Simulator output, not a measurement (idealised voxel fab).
Process module name: voxel wiring stack
Shown is cross-section cut, with a width of 180 nm and square cells of size 5 nm.
Heads up, the way a cross-section reads in here is a grid of square cells, handed over as bands from the top down, with every band being one or more rows of cells.
The entry gives the band's vertical extent as a top height and a bottom height in nm, then its horizontal make-up as materials from left to right, each with a width in nm. "blank" stands for empty space; a single material marked "all across" fills the band edge to edge.
Basically, 0 is our baseline, since under it the wafer straight out of the box is all one material. The bottom band has no lower end and keeps on going down, so it looks like "z 0 and below".
The expression "30->40" gives the width at the extremes of the band, the first number at its top row of cells and the second at its bottom row, with the width changing by equal amounts from each row to the next in between.
"no modification" -> step changed no cross-section cell.
"Enclosed internal voids" contains a list of empty spaces, each no smaller than 8 cells and without an open way to the top, written in the form width x height at distance with the distance from the left edge and all three in nm.
Anything after a step's settings on that line? It's the simulator's own note about the step.
The optional step-line setting "overlay nm" applies to steps with a mask and quantifies how far to the right of its planned location the mask lay, a negative value indicating leftward placement.

### This section lists the process steps that were planned
1: RECEIVE (material Si)
2: CONFORMAL_DEP (material SiO2; thk nm 10)
3: CONFORMAL_DEP (material SiN; thk nm 5)
4: DIRECTIONAL_DEP (material SiO2; thk nm 25)
5: PATTERN (tone open; mask id METAL_1; material resist; width nm 30; pitch nm 60; thk nm 20; overlay nm 0)
6: DIRECTIONAL_ETCH (etch materials SiO2; depth nm 25)
7: DIRECTIONAL_ETCH (etch materials SiN; depth nm 5)
8: STRIP (etch materials resist)
9: CONFORMAL_DEP (material TiN; thk nm 5)
10: FILL_DEP (material W; thk nm 5)
11: CMP (height nm 40)
12: CONFORMAL_DEP (material SiCN; thk nm 5)
13: DIRECTIONAL_DEP (material SiO2; thk nm 10)
14: MASKED_ETCH (tone open; mask id PLUG_1; width nm 15; etch materials SiO2; depth nm 10; overlay nm 0)
15: MASKED_ETCH (tone open; mask id PLUG_1; width nm 15; etch materials SiCN; depth nm 5; overlay nm 0)
16: CONFORMAL_DEP (material TiN; thk nm 5)
17: FILL_DEP (material Cu; thk nm 5)
18: CMP (height nm 55)
19: DIRECTIONAL_DEP (material TiN; thk nm 5)
20: DIRECTIONAL_DEP (material Ru; thk nm 25)
21: PATTERN (tone cover; mask id METAL_2; material resist; width nm 30; pitch nm 60; thk nm 15; overlay nm 0)
22: DIRECTIONAL_ETCH (etch materials Ru; depth nm 25)
23: DIRECTIONAL_ETCH (etch materials TiN; depth nm 5)
24: STRIP (etch materials resist)
25: CONFORMAL_DEP (material SiCN; thk nm 5)
26: FILL_DEP (material SiO2; thk nm 10)
27: CMP (height nm 85)
28: CONFORMAL_DEP (material SiCN; thk nm 5)
29: DIRECTIONAL_DEP (material SiO2; thk nm 30)
30: DIRECTIONAL_DEP (material aC; thk nm 10)
31: PATTERN (tone open; mask id METAL_3_HOLES; material resist; width nm 15; pitch nm 60; thk nm 30; overlay nm 0)
32: DIRECTIONAL_ETCH (etch materials aC; depth nm 10)
33: STRIP (etch materials resist)
34: DIRECTIONAL_ETCH (etch materials SiO2; depth nm 30)
35: STRIP (etch materials aC)
36: PATTERN (tone open; mask id METAL_3; material resist; width nm 30; pitch nm 60; thk nm 15; overlay nm 0)
37: DIRECTIONAL_ETCH (etch materials SiO2; depth nm 20)
38: DIRECTIONAL_ETCH (etch materials SiCN; depth nm 5)
39: STRIP (etch materials resist)
40: CONFORMAL_DEP (material TiN; thk nm 5)
41: FILL_DEP (material Cu; thk nm 10)
42: CMP (height nm 120)
43: CONFORMAL_DEP (material SiN; thk nm 5)

### Cross-section, incoming material, after step 1
    z 0 and below = Si all across
    Enclosed internal voids: none

### Cross-sectional result after module completion. Note: starting condition and plan are unchanged from above; one processing mistake was made
    z 140 to 135 = SiN all across
    z 135 to 125 = Cu all across
    z 125 to 120 = TiN 50 / Cu 20 / TiN 40 / Cu 20 / TiN 50
    z 120 to 105 = SiO2 45 / TiN 5 / Cu 20 / TiN 5 / SiO2 30 / TiN 5 / Cu 20 / TiN 5 / SiO2 45
    z 105 to 100 = SiO2 45 / TiN 5 / Cu 5 / TiN 20 / SiO2 30 / TiN 5 / Cu 5 / TiN 20 / SiO2 45
    z 100 to 90 = SiO2 45 / TiN 5 / Cu 5 / TiN 5 / SiO2 45 / TiN 5 / Cu 5 / TiN 5 / SiO2 60
    z 90 to 85 = SiCN 45 / TiN 15 / SiCN 45 / TiN 15 / SiCN 60
    z 85 to 60 = SiO2 40 / SiCN 5 / Ru 30 / SiCN 5 / SiO2 20 / SiCN 5 / Ru 30 / SiCN 5 / SiO2 40
    z 60 to 55 = SiCN 45 / TiN 30 / SiCN 30 / TiN 30 / SiCN 45
    z 55 to 45 = SiO2 45 / TiN 5 / Cu 5 / TiN 5 / SiO2 120
    z 45 to 40 = SiCN 45 / TiN 15 / SiCN 120
    z 40 to 15 = SiO2 45 / TiN 5 / W 20 / TiN 5 / SiO2 30 / TiN 5 / W 20 / TiN 5 / SiO2 45
    z 15 to 10 = SiN 45 / TiN 30 / SiN 30 / TiN 30 / SiN 45
    z 10 to 0 = SiO2 all across
    z 0 and below = Si all across
    Enclosed internal voids: none
It is concluded that the wafer was processed incorrectly with respect to the plan, in that plan step 42 was not performed, having been skipped
